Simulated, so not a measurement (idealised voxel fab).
The process module that follows is named voxel ribs on slabs.
Square cells of 5 nm make up the cross-section cut, whose width is 255 nm.
We lay out every cross-section as a grid of square cells and spell it out in bands from the top down, where one band means one or more rows of cells.
Top, bottom (nm), then materials left to right with widths (nm); lone material tagged "everywhere" fills the whole band edge to edge; "empty" = empty space.
Measure heights from 0. That's the level where, below it, the as-received wafer is all one material. The lowest band is bottomless and extends downward; write it as in "0 down".
The width entry "30..40" should be interpreted row by row: the top row of cells in the band takes the first number, the bottom row takes the second number, and the change between adjacent rows is uniform throughout.
The designation "no modification", where it is given for a processing step, indicates that no cell of the cross-section was altered in the course of that step.
Voids not open to the top, 8 cells minimum: see "Sealed internal cavities". Written width x height at distance; distance is from the left edge; nm.
Note: text after step settings on the step line = simulator remark on that step.
A step line may carry the setting "overlay nm", which, for steps involving a mask, states the distance by which the mask lay to the right of its intended position; negative values denote displacement to the left.
For the reader: what remains of this document is a series of pairs, each showing a cross-section before one process step and a cross-section after that step which reaches down only to the lowest band that changed, with the step between them and its settings set out under the pair. It should not be assumed that a pair continues from the pair above it; the pairs can come from different runs of this module on the same starting wafer, and such continuity exists only where the entry headed "Pre-step snapshot" says so.
Pre-step snapshot
0 down = Si everywhere
Sealed internal cavities: none
Post-Process Section
20 to 0 = SiO2 everywhere
Under the height 0 nothing was changed.
Sealed internal cavities: none
Between the cross-sections above, the step performed was DIRECTIONAL_DEP with material SiO2, thk nm 20
Pre-step snapshot: we pick up right where the pair above leaves off, with its after cross-section.
Post-Process Section
35 to 20 = polySi everywhere
Under the height 20 nothing was changed.
Sealed internal cavities: none
Between the cross-sections above, the step performed was DIRECTIONAL_DEP with material polySi, thk nm 15
Pre-step snapshot: we pick up right where the pair above leaves off, with its after cross-section.
Post-Process Section
35 to 30 = empty (115) | polySi (20) | empty (120)
Under the height 30 nothing was changed.
Sealed internal cavities: none
Between the cross-sections above, the step performed was MASKED_ETCH with tone cover, mask id RIB, width nm 20, etch materials polySi, depth nm 5, overlay nm 0
Pre-step snapshot: we pick up right where the pair above leaves off, with its after cross-section.
Post-Process Section
50 to 45 = empty (115) | aC (20) | empty (120)
45 to 35 = aC everywhere
35 to 30 = aC (115) | polySi (20) | aC (120)
Under the height 30 nothing was changed.
Sealed internal cavities: none
Between the cross-sections above, the step performed was DIRECTIONAL_DEP with material aC, thk nm 15
Pre-step snapshot: we pick up right where the pair above leaves off, with its after cross-section.
Post-Process Section
80 to 50 = empty (90) | resist (70) | empty (95)
50 to 45 = empty (90) | resist (25) | aC (20) | resist (25) | empty (95)
Under the height 45 nothing was changed.
Sealed internal cavities: none
Between the cross-sections above, the step performed was PATTERN with tone cover, mask id SLAB, material resist, width nm 70, thk nm 30, overlay nm 0
Pre-step snapshot: we pick up right where the pair above leaves off, with its after cross-section.
Post-Process Section
65 to 50 = empty (90) | resist (70) | empty (95)
50 to 45 = empty (90) | resist (25) | aC (20) | resist (25) | empty (95)
45 to 35 = empty (90) | aC (70) | empty (95)
35 to 30 = empty (90) | aC (25) | polySi (20) | aC (25) | empty (95)
Under the height 30 nothing was changed.
Sealed internal cavities: none
Between the cross-sections above, the step performed was DIRECTIONAL_ETCH with etch materials aC, depth nm 15
Pre-step snapshot: we pick up right where the pair above leaves off, with its after cross-section.
Post-Process Section
50 to 45 = empty (115) | aC (20) | empty (120)
Under the height 45 nothing was changed.
Sealed internal cavities: none
Between the cross-sections above, the step performed was STRIP with etch materials resist
Pre-step snapshot: we pick up right where the pair above leaves off, with its after cross-section.
Post-Process Section
50 to 45 = empty (115) | aC (20) | empty (120)
45 to 35 = empty (90) | aC (70) | empty (95)
35 to 30 = empty (90) | aC (25) | polySi (20) | aC (25) | empty (95)
30 to 20 = empty (90) | polySi (70) | empty (95)
Under the height 20 nothing was changed.
Sealed internal cavities: none
Between the cross-sections above, the step performed was DIRECTIONAL_ETCH with etch materials polySi, depth nm 10
Pre-step snapshot: we pick up right where the pair above leaves off, with its after cross-section.
Post-Process Section
35 to 30 = empty (115) | polySi (20) | empty (120)
Under the height 30 nothing was changed.
Sealed internal cavities: none
Between the cross-sections above, the step performed was STRIP with etch materials aC
Pre-step snapshot: we pick up right where the pair above leaves off, with its after cross-section.
Post-Process Section
55 to 35 = SiO2 everywhere
35 to 30 = SiO2 (115) | polySi (20) | SiO2 (120)
30 to 20 = SiO2 (90) | polySi (70) | SiO2 (95)
Under the height 20 nothing was changed.
Sealed internal cavities: none
Between the cross-sections above, the step performed was FILL_DEP with material SiO2, thk nm 20
Pre-step snapshot: we pick up right where the pair above leaves off, with its after cross-section.
Post-Process Section
45 to 35 = SiO2 everywhere
Under the height 35 nothing was changed.
Sealed internal cavities: none
Between the cross-sections above, the step performed was CMP with height nm 45
Pre-step snapshot: we pick up right where the pair above leaves off, with its after cross-section.
Post-Process Section
50 to 45 = W everywhere
Under the height 45 nothing was changed.
Sealed internal cavities: none
Between the cross-sections above, the step performed was DIRECTIONAL_DEP with material W, thk nm 5
Pre-step snapshot: we pick up right where the pair above leaves off, with its after cross-section.
Post-Process Section
50 to 45 = empty (110) | W (30) | empty (115)
Under the height 45 nothing was changed.
Sealed internal cavities: none
Between the cross-sections above, the step performed was MASKED_ETCH with tone cover, mask id HEATER, width nm 30, etch materials W, depth nm 5, overlay nm 0
Pre-step snapshot: we pick up right where the pair above leaves off, with its after cross-section.
Post-Process Section
55 to 50 = empty (105) | SiN (40) | empty (110)
50 to 45 = SiN (110) | W (30) | SiN (115)
Under the height 45 nothing was changed.
Sealed internal cavities: none
Between the cross-sections above, the step performed was CONFORMAL_DEP with material SiN, thk nm 5
Pre-step snapshot
35 to 20 = polySi everywhere
20 to 0 = SiO2 everywhere
0 down = Si everywhere
Sealed internal cavities: none
Post-Process Section
50 to 20 = polySi everywhere
Under the height 20 nothing was changed.
Sealed internal cavities: none
Between the cross-sections above, the step performed was DIRECTIONAL_DEP with material polySi, thk nm 15
Pre-step snapshot: we pick up right where the pair above leaves off, with its after cross-section.
Post-Process Section
50 to 45 = empty (115) | polySi (20) | empty (120)
Under the height 45 nothing was changed.
Sealed internal cavities: none
Between the cross-sections above, the step performed was MASKED_ETCH with tone cover, mask id RIB, width nm 20, etch materials polySi, depth nm 5, overlay nm 0
Pre-step snapshot: we pick up right where the pair above leaves off, with its after cross-section.
Post-Process Section
65 to 60 = empty (115) | aC (20) | empty (120)
60 to 50 = aC everywhere
50 to 45 = aC (115) | polySi (20) | aC (120)
Under the height 45 nothing was changed.
Sealed internal cavities: none
Between the cross-sections above, the step performed was DIRECTIONAL_DEP with material aC, thk nm 15
Pre-step snapshot: we pick up right where the pair above leaves off, with its after cross-section.
Post-Process Section
95 to 65 = empty (90) | resist (70) | empty (95)
65 to 60 = empty (90) | resist (25) | aC (20) | resist (25) | empty (95)
Under the height 60 nothing was changed.
Sealed internal cavities: none
Between the cross-sections above, the step performed was PATTERN with tone cover, mask id SLAB, material resist, width nm 70, thk nm 30, overlay nm 0
Pre-step snapshot: we pick up right where the pair above leaves off, with its after cross-section.
Post-Process Section
80 to 65 = empty (90) | resist (70) | empty (95)
65 to 60 = empty (90) | resist (25) | aC (20) | resist (25) | empty (95)
60 to 50 = empty (90) | aC (70) | empty (95)
50 to 45 = empty (90) | aC (25) | polySi (20) | aC (25) | empty (95)
Under the height 45 nothing was changed.
Sealed internal cavities: none
Between the cross-sections above, the step performed was DIRECTIONAL_ETCH with etch materials aC, depth nm 15
Pre-step snapshot: we pick up right where the pair above leaves off, with its after cross-section.
Post-Process Section
65 to 60 = empty (115) | aC (20) | empty (120)
Under the height 60 nothing was changed.
Sealed internal cavities: none
Between the cross-sections above, the step performed was STRIP with etch materials resist
Pre-step snapshot: we pick up right where the pair above leaves off, with its after cross-section.
Post-Process Section
65 to 60 = empty (115) | aC (20) | empty (120)
60 to 50 = empty (90) | aC (70) | empty (95)
50 to 45 = empty (90) | aC (25) | polySi (20) | aC (25) | empty (95)
45 to 35 = empty (90) | polySi (70) | empty (95)
Under the height 35 nothing was changed.
Sealed internal cavities: none
Between the cross-sections above, the step performed was DIRECTIONAL_ETCH with etch materials polySi, depth nm 10
Pre-step snapshot: we pick up right where the pair above leaves off, with its after cross-section.
Post-Process Section
50 to 45 = empty (115) | polySi (20) | empty (120)
Under the height 45 nothing was changed.
Sealed internal cavities: none
Between the cross-sections above, the step performed was STRIP with etch materials aC
Pre-step snapshot: we pick up right where the pair above leaves off, with its after cross-section.
Post-Process Section
70 to 50 = SiO2 everywhere
50 to 45 = SiO2 (115) | polySi (20) | SiO2 (120)
45 to 35 = SiO2 (90) | polySi (70) | SiO2 (95)
Under the height 35 nothing was changed.
Sealed internal cavities: none
Between the cross-sections above, the step performed was FILL_DEP with material SiO2, thk nm 20
Pre-step snapshot: we pick up right where the pair above leaves off, with its after cross-section.
Post-Process Section
45 to 35 = SiO2 (90) | polySi (70) | SiO2 (95)
Under the height 35 nothing was changed.
Sealed internal cavities: none
Between the cross-sections above, the step performed was CMP with height nm 45
Pre-step snapshot: we pick up right where the pair above leaves off, with its after cross-section.
Post-Process Section
50 to 45 = W everywhere
Under the height 45 nothing was changed.
Sealed internal cavities: none
Between the cross-sections above, the step performed was DIRECTIONAL_DEP with material W, thk nm 5
Pre-step snapshot: we pick up right where the pair above leaves off, with its after cross-section.
Post-Process Section
50 to 45 = empty (110) | W (30) | empty (115)
Under the height 45 nothing was changed.
Sealed internal cavities: none
Between the cross-sections above, the step performed was MASKED_ETCH with tone cover, mask id HEATER, width nm 30, etch materials W, depth nm 5, overlay nm 0
Pre-step snapshot: we pick up right where the pair above leaves off, with its after cross-section.
Post-Process Section
55 to 50 = empty (105) | SiN (40) | empty (110)
50 to 45 = SiN (110) | W (30) | SiN (115)
Under the height 45 nothing was changed.
Sealed internal cavities: none
Between the cross-sections above, the step performed was CONFORMAL_DEP with material SiN, thk nm 5
Pre-step snapshot
0 down = Si everywhere
Sealed internal cavities: none
Post-Process Section
15 to 0 = polySi everywhere
Under the height 0 nothing was changed.
Sealed internal cavities: none
Between the cross-sections above, the step performed was DIRECTIONAL_DEP with material polySi, thk nm 15
Pre-step snapshot: we pick up right where the pair above leaves off, with its after cross-section.
Post-Process Section
35 to 15 = SiO2 everywhere
Under the height 15 nothing was changed.
Sealed internal cavities: none
Between the cross-sections above, the step performed was DIRECTIONAL_DEP with material SiO2, thk nm 20
Pre-step snapshot: we pick up right where the pair above leaves off, with its after cross-section.
Post-Process Section
50 to 35 = aC everywhere
Under the height 35 nothing was changed.
Sealed internal cavities: none
Between the cross-sections above, the step performed was DIRECTIONAL_DEP with material aC, thk nm 15
Pre-step snapshot: we pick up right where the pair above leaves off, with its after cross-section.
Post-Process Section
80 to 50 = empty (90) | resist (70) | empty (95)
Under the height 50 nothing was changed.
Sealed internal cavities: none
Between the cross-sections above, the step performed was PATTERN with tone cover, mask id SLAB, material resist, width nm 70, thk nm 30, overlay nm 0
Pre-step snapshot: we pick up right where the pair above leaves off, with its after cross-section.
Post-Process Section
65 to 50 = empty (90) | resist (70) | empty (95)
50 to 35 = empty (90) | aC (70) | empty (95)
Under the height 35 nothing was changed.
Sealed internal cavities: none
Between the cross-sections above, the step performed was DIRECTIONAL_ETCH with etch materials aC, depth nm 15
Pre-step snapshot: we pick up right where the pair above leaves off, with its after cross-section.
Post-Process Section
50 to 35 = empty (90) | aC (70) | empty (95)
Under the height 35 nothing was changed.
Sealed internal cavities: none
Between the cross-sections above, the step performed was STRIP with etch materials resist
Pre-step snapshot: we pick up right where the pair above leaves off, with its after cross-section.
Post-Process Section
35 to 15 = SiO2 everywhere
Under the height 15 nothing was changed.
Sealed internal cavities: none
Between the cross-sections above, the step performed was STRIP with etch materials aC
Pre-step snapshot: we pick up right where the pair above leaves off, with its after cross-section.
Post-Process Section
55 to 15 = SiO2 everywhere
Under the height 15 nothing was changed.
Sealed internal cavities: none
Between the cross-sections above, the step performed was FILL_DEP with material SiO2, thk nm 20
Pre-step snapshot: we pick up right where the pair above leaves off, with its after cross-section.
Post-Process Section
45 to 15 = SiO2 everywhere
Under the height 15 nothing was changed.
Sealed internal cavities: none
Between the cross-sections above, the step performed was CMP with height nm 45
Pre-step snapshot: we pick up right where the pair above leaves off, with its after cross-section.
Post-Process Section
50 to 45 = W everywhere
Under the height 45 nothing was changed.
Sealed internal cavities: none
Between the cross-sections above, the step performed was DIRECTIONAL_DEP with material W, thk nm 5
Pre-step snapshot: we pick up right where the pair above leaves off, with its after cross-section.
Post-Process Section
50 to 45 = empty (110) | W (30) | empty (115)
Under the height 45 nothing was changed.
Sealed internal cavities: none
Between the cross-sections above, the step performed was MASKED_ETCH with tone cover, mask id HEATER, width nm 30, etch materials W, depth nm 5, overlay nm 0
Pre-step snapshot: we pick up right where the pair above leaves off, with its after cross-section.
Post-Process Section
55 to 50 = empty (105) | SiN (40) | empty (110)
50 to 45 = SiN (110) | W (30) | SiN (115)
Under the height 45 nothing was changed.
Sealed internal cavities: none
Between the cross-sections above, the step performed was CONFORMAL_DEP with material SiN, thk nm 5
Pre-step snapshot
55 to 35 = SiO2 everywhere
35 to 30 = SiO2 (115) | polySi (20) | SiO2 (120)
30 to 20 = SiO2 (90) | polySi (70) | SiO2 (95)
20 to 0 = SiO2 everywhere
0 down = Si everywhere
Sealed internal cavities: none
Post-Process Section
40 to 35 = SiO2 everywhere
Under the height 35 nothing was changed.
Sealed internal cavities: none
Between the cross-sections above, the step performed was CMP with height nm 40
Pre-step snapshot: we pick up right where the pair above leaves off, with its after cross-section.
Post-Process Section
45 to 40 = W everywhere
Under the height 40 nothing was changed.
Sealed internal cavities: none
Between the cross-sections above, the step performed was DIRECTIONAL_DEP with material W, thk nm 5
Pre-step snapshot: we pick up right where the pair above leaves off, with its after cross-section.
Post-Process Section
45 to 40 = empty (110) | W (30) | empty (115)
Under the height 40 nothing was changed.
Sealed internal cavities: none
Between the cross-sections above, the step performed was MASKED_ETCH with tone cover, mask id HEATER, width nm 30, etch materials W, depth nm 5, overlay nm 0
Pre-step snapshot: we pick up right where the pair above leaves off, with its after cross-section.
Post-Process Section
50 to 45 = empty (105) | SiN (40) | empty (110)
45 to 40 = SiN (110) | W (30) | SiN (115)
Under the height 40 nothing was changed.
Sealed internal cavities: none
Between the cross-sections above, the step performed was CONFORMAL_DEP with material SiN, thk nm 5
Pre-step snapshot
35 to 20 = polySi everywhere
20 to 0 = SiO2 everywhere
0 down = Si everywhere
Sealed internal cavities: none
Post-Process Section
35 to 30 = empty (120) | polySi (15) | empty (120)
Under the height 30 nothing was changed.
Sealed internal cavities: none
Between the cross-sections above, the step performed was MASKED_ETCH with tone cover, mask id RIB, width nm 15, etch materials polySi, depth nm 5, overlay nm 0
Pre-step snapshot: we pick up right where the pair above leaves off, with its after cross-section.
Post-Process Section
50 to 45 = empty (120) | aC (15) | empty (120)
45 to 35 = aC everywhere
35 to 30 = aC (120) | polySi (15) | aC (120)
Under the height 30 nothing was changed.
Sealed internal cavities: none
Between the cross-sections above, the step performed was DIRECTIONAL_DEP with material aC, thk nm 15
Pre-step snapshot: we pick up right where the pair above leaves off, with its after cross-section.
Post-Process Section
80 to 50 = empty (90) | resist (70) | empty (95)
50 to 45 = empty (90) | resist (30) | aC (15) | resist (25) | empty (95)
Under the height 45 nothing was changed.
Sealed internal cavities: none
Between the cross-sections above, the step performed was PATTERN with tone cover, mask id SLAB, material resist, width nm 70, thk nm 30, overlay nm 0
Pre-step snapshot: we pick up right where the pair above leaves off, with its after cross-section.
Post-Process Section
65 to 50 = empty (90) | resist (70) | empty (95)
50 to 45 = empty (90) | resist (30) | aC (15) | resist (25) | empty (95)
45 to 35 = empty (90) | aC (70) | empty (95)
35 to 30 = empty (90) | aC (30) | polySi (15) | aC (25) | empty (95)
Under the height 30 nothing was changed.
Sealed internal cavities: none
Between the cross-sections above, the step performed was DIRECTIONAL_ETCH with etch materials aC, depth nm 15
Pre-step snapshot: we pick up right where the pair above leaves off, with its after cross-section.
Post-Process Section
50 to 45 = empty (120) | aC (15) | empty (120)
Under the height 45 nothing was changed.
Sealed internal cavities: none
Between the cross-sections above, the step performed was STRIP with etch materials resist
Pre-step snapshot: we pick up right where the pair above leaves off, with its after cross-section.
Post-Process Section
50 to 45 = empty (120) | aC (15) | empty (120)
45 to 35 = empty (90) | aC (70) | empty (95)
35 to 30 = empty (90) | aC (30) | polySi (15) | aC (25) | empty (95)
30 to 20 = empty (90) | polySi (70) | empty (95)
Under the height 20 nothing was changed.
Sealed internal cavities: none
Between the cross-sections above, the step performed was DIRECTIONAL_ETCH with etch materials polySi, depth nm 10
Pre-step snapshot: we pick up right where the pair above leaves off, with its after cross-section.
Post-Process Section
35 to 30 = empty (120) | polySi (15) | empty (120)
Under the height 30 nothing was changed.
Sealed internal cavities: none
Between the cross-sections above, the step performed was STRIP with etch materials aC
Pre-step snapshot: we pick up right where the pair above leaves off, with its after cross-section.
Post-Process Section
55 to 35 = SiO2 everywhere
35 to 30 = SiO2 (120) | polySi (15) | SiO2 (120)
30 to 20 = SiO2 (90) | polySi (70) | SiO2 (95)
Under the height 20 nothing was changed.
Sealed internal cavities: none
Between the cross-sections above, the step performed was FILL_DEP with material SiO2, thk nm 20
Pre-step snapshot: we pick up right where the pair above leaves off, with its after cross-section.
Post-Process Section
45 to 35 = SiO2 everywhere
Under the height 35 nothing was changed.
Sealed internal cavities: none
Between the cross-sections above, the step performed was CMP with height nm 45
Pre-step snapshot: we pick up right where the pair above leaves off, with its after cross-section.
Post-Process Section
50 to 45 = W everywhere
Under the height 45 nothing was changed.
Sealed internal cavities: none
Between the cross-sections above, the step performed was DIRECTIONAL_DEP with material W, thk nm 5
Pre-step snapshot: we pick up right where the pair above leaves off, with its after cross-section.
Post-Process Section
50 to 45 = empty (110) | W (30) | empty (115)
Under the height 45 nothing was changed.
Sealed internal cavities: none
Between the cross-sections above, the step performed was MASKED_ETCH with tone cover, mask id HEATER, width nm 30, etch materials W, depth nm 5, overlay nm 0
Pre-step snapshot: we pick up right where the pair above leaves off, with its after cross-section.
Post-Process Section
55 to 50 = empty (105) | SiN (40) | empty (110)
50 to 45 = SiN (110) | W (30) | SiN (115)
Under the height 45 nothing was changed.
Sealed internal cavities: none
Between the cross-sections above, the step performed was CONFORMAL_DEP with material SiN, thk nm 5
Pre-step snapshot
35 to 20 = polySi everywhere
20 to 0 = SiO2 everywhere
0 down = Si everywhere
Sealed internal cavities: none
Post-Process Section
35 to 30 = empty (120) | polySi (20) | empty (115)
Under the height 30 nothing was changed.
Sealed internal cavities: none
Between the cross-sections above, the step performed was MASKED_ETCH with tone cover, mask id RIB, width nm 20, etch materials polySi, depth nm 5, overlay nm 5
Pre-step snapshot: we pick up right where the pair above leaves off, with its after cross-section.
Post-Process Section
50 to 45 = empty (120) | aC (20) | empty (115)
45 to 35 = aC everywhere
35 to 30 = aC (120) | polySi (20) | aC (115)
Under the height 30 nothing was changed.
Sealed internal cavities: none
Between the cross-sections above, the step performed was DIRECTIONAL_DEP with material aC, thk nm 15
Pre-step snapshot: we pick up right where the pair above leaves off, with its after cross-section.
Post-Process Section
80 to 50 = empty (90) | resist (70) | empty (95)
50 to 45 = empty (90) | resist (30) | aC (20) | resist (20) | empty (95)
Under the height 45 nothing was changed.
Sealed internal cavities: none
Between the cross-sections above, the step performed was PATTERN with tone cover, mask id SLAB, material resist, width nm 70, thk nm 30, overlay nm 0
Pre-step snapshot: we pick up right where the pair above leaves off, with its after cross-section.
Post-Process Section
65 to 50 = empty (90) | resist (70) | empty (95)
50 to 45 = empty (90) | resist (30) | aC (20) | resist (20) | empty (95)
45 to 35 = empty (90) | aC (70) | empty (95)
35 to 30 = empty (90) | aC (30) | polySi (20) | aC (20) | empty (95)
Under the height 30 nothing was changed.
Sealed internal cavities: none
Between the cross-sections above, the step performed was DIRECTIONAL_ETCH with etch materials aC, depth nm 15
Pre-step snapshot: we pick up right where the pair above leaves off, with its after cross-section.
Post-Process Section
50 to 45 = empty (120) | aC (20) | empty (115)
Under the height 45 nothing was changed.
Sealed internal cavities: none
Between the cross-sections above, the step performed was STRIP with etch materials resist
Pre-step snapshot: we pick up right where the pair above leaves off, with its after cross-section.
Post-Process Section
50 to 45 = empty (120) | aC (20) | empty (115)
45 to 35 = empty (90) | aC (70) | empty (95)
35 to 30 = empty (90) | aC (30) | polySi (20) | aC (20) | empty (95)
30 to 20 = empty (90) | polySi (70) | empty (95)
Under the height 20 nothing was changed.
Sealed internal cavities: none
Between the cross-sections above, the step performed was DIRECTIONAL_ETCH with etch materials polySi, depth nm 10
Pre-step snapshot: we pick up right where the pair above leaves off, with its after cross-section.
Post-Process Section
35 to 30 = empty (120) | polySi (20) | empty (115)
Under the height 30 nothing was changed.
Sealed internal cavities: none
Between the cross-sections above, the step performed was STRIP with etch materials aC
Pre-step snapshot: we pick up right where the pair above leaves off, with its after cross-section.
Post-Process Section
55 to 35 = SiO2 everywhere
35 to 30 = SiO2 (120) | polySi (20) | SiO2 (115)
30 to 20 = SiO2 (90) | polySi (70) | SiO2 (95)
Under the height 20 nothing was changed.
Sealed internal cavities: none
Between the cross-sections above, the step performed was FILL_DEP with material SiO2, thk nm 20
Pre-step snapshot: we pick up right where the pair above leaves off, with its after cross-section.
Post-Process Section
45 to 35 = SiO2 everywhere
Under the height 35 nothing was changed.
Sealed internal cavities: none
Between the cross-sections above, the step performed was CMP with height nm 45
Pre-step snapshot: we pick up right where the pair above leaves off, with its after cross-section.
Post-Process Section
50 to 45 = W everywhere
Under the height 45 nothing was changed.
Sealed internal cavities: none
Between the cross-sections above, the step performed was DIRECTIONAL_DEP with material W, thk nm 5
Pre-step snapshot: we pick up right where the pair above leaves off, with its after cross-section.
Post-Process Section
50 to 45 = empty (110) | W (30) | empty (115)
Under the height 45 nothing was changed.
Sealed internal cavities: none
Between the cross-sections above, the step performed was MASKED_ETCH with tone cover, mask id HEATER, width nm 30, etch materials W, depth nm 5, overlay nm 0
Pre-step snapshot: we pick up right where the pair above leaves off, with its after cross-section.
Post-Process Section
55 to 50 = empty (105) | SiN (40) | empty (110)
50 to 45 = SiN (110) | W (30) | SiN (115)
Under the height 45 nothing was changed.
Sealed internal cavities: none
Between the cross-sections above, the step performed was CONFORMAL_DEP with material SiN, thk nm 5
Pre-step snapshot
35 to 30 = empty (115) | polySi (20) | empty (120)
30 to 20 = polySi everywhere
20 to 0 = SiO2 everywhere
0 down = Si everywhere
Sealed internal cavities: none
Post-Process Section
50 to 45 = empty (115) | W (20) | empty (120)
45 to 35 = W everywhere
35 to 30 = W (115) | polySi (20) | W (120)
Under the height 30 nothing was changed.
Sealed internal cavities: none
Between the cross-sections above, the step performed was DIRECTIONAL_DEP with material W, thk nm 15
Pre-step snapshot: we pick up right where the pair above leaves off, with its after cross-section.
Post-Process Section
80 to 50 = empty (90) | resist (70) | empty (95)
50 to 45 = empty (90) | resist (25) | W (20) | resist (25) | empty (95)
Under the height 45 nothing was changed.
Sealed internal cavities: none
Between the cross-sections above, the step performed was PATTERN with tone cover, mask id SLAB, material resist, width nm 70, thk nm 30, overlay nm 0
Pre-step snapshot: we pick up right where the pair above leaves off, with its after cross-section.
Post-Process Section
65 to 50 = empty (90) | resist (70) | empty (95)
Under the height 50 nothing was changed.
Sealed internal cavities: none
Between the cross-sections above, the step performed was DIRECTIONAL_ETCH with etch materials aC, depth nm 15
Pre-step snapshot: we pick up right where the pair above leaves off, with its after cross-section.
Post-Process Section
50 to 45 = empty (115) | W (20) | empty (120)
Under the height 45 nothing was changed.
Sealed internal cavities: none
Between the cross-sections above, the step performed was STRIP with etch materials resist
Pre-step snapshot: we pick up right where the pair above leaves off, with its after cross-section.
Post-Process Section
70 to 50 = SiO2 everywhere
50 to 45 = SiO2 (115) | W (20) | SiO2 (120)
Under the height 45 nothing was changed.
Sealed internal cavities: none
Between the cross-sections above, the step performed was FILL_DEP with material SiO2, thk nm 20
Pre-step snapshot: we pick up right where the pair above leaves off, with its after cross-section.
Post-Process Section
45 to 35 = W everywhere
Under the height 35 nothing was changed.
Sealed internal cavities: none
Between the cross-sections above, the step performed was CMP with height nm 45
Pre-step snapshot: we pick up right where the pair above leaves off, with its after cross-section.
Post-Process Section
50 to 35 = W everywhere
Under the height 35 nothing was changed.
Sealed internal cavities: none
Between the cross-sections above, the step performed was DIRECTIONAL_DEP with material W, thk nm 5
Pre-step snapshot: we pick up right where the pair above leaves off, with its after cross-section.
Post-Process Section
50 to 45 = empty (110) | W (30) | empty (115)
Under the height 45 nothing was changed.
Sealed internal cavities: none
Between the cross-sections above, the step performed was MASKED_ETCH with tone cover, mask id HEATER, width nm 30, etch materials W, depth nm 5, overlay nm 0
Pre-step snapshot: we pick up right where the pair above leaves off, with its after cross-section.
Post-Process Section
55 to 50 = empty (105) | SiN (40) | empty (110)
50 to 45 = SiN (110) | W (30) | SiN (115)
Under the height 45 nothing was changed.
Sealed internal cavities: none
Between the cross-sections above, the step performed was CONFORMAL_DEP with material SiN, thk nm 5
Pre-step snapshot
50 to 45 = W everywhere
45 to 35 = SiO2 everywhere
35 to 30 = SiO2 (115) | polySi (20) | SiO2 (120)
30 to 20 = SiO2 (90) | polySi (70) | SiO2 (95)
20 to 0 = SiO2 everywhere
0 down = Si everywhere
Sealed internal cavities: none
Post-Process Section
50 to 45 = W (110) | empty (30) | W (115)
Under the height 45 nothing was changed.
Sealed internal cavities: none
Between the cross-sections above, the step performed was MASKED_ETCH with tone open, mask id HEATER, width nm 30, etch materials W, depth nm 5, overlay nm 0
Pre-step snapshot: we pick up right where the pair above leaves off, with its after cross-section.
Post-Process Section
55 to 50 = SiN (115) | empty (20) | SiN (120)
50 to 45 = W (110) | SiN (30) | W (115)
Under the height 45 nothing was changed.
Sealed internal cavities: none
Between the cross-sections above, the step performed was CONFORMAL_DEP with material SiN, thk nm 5
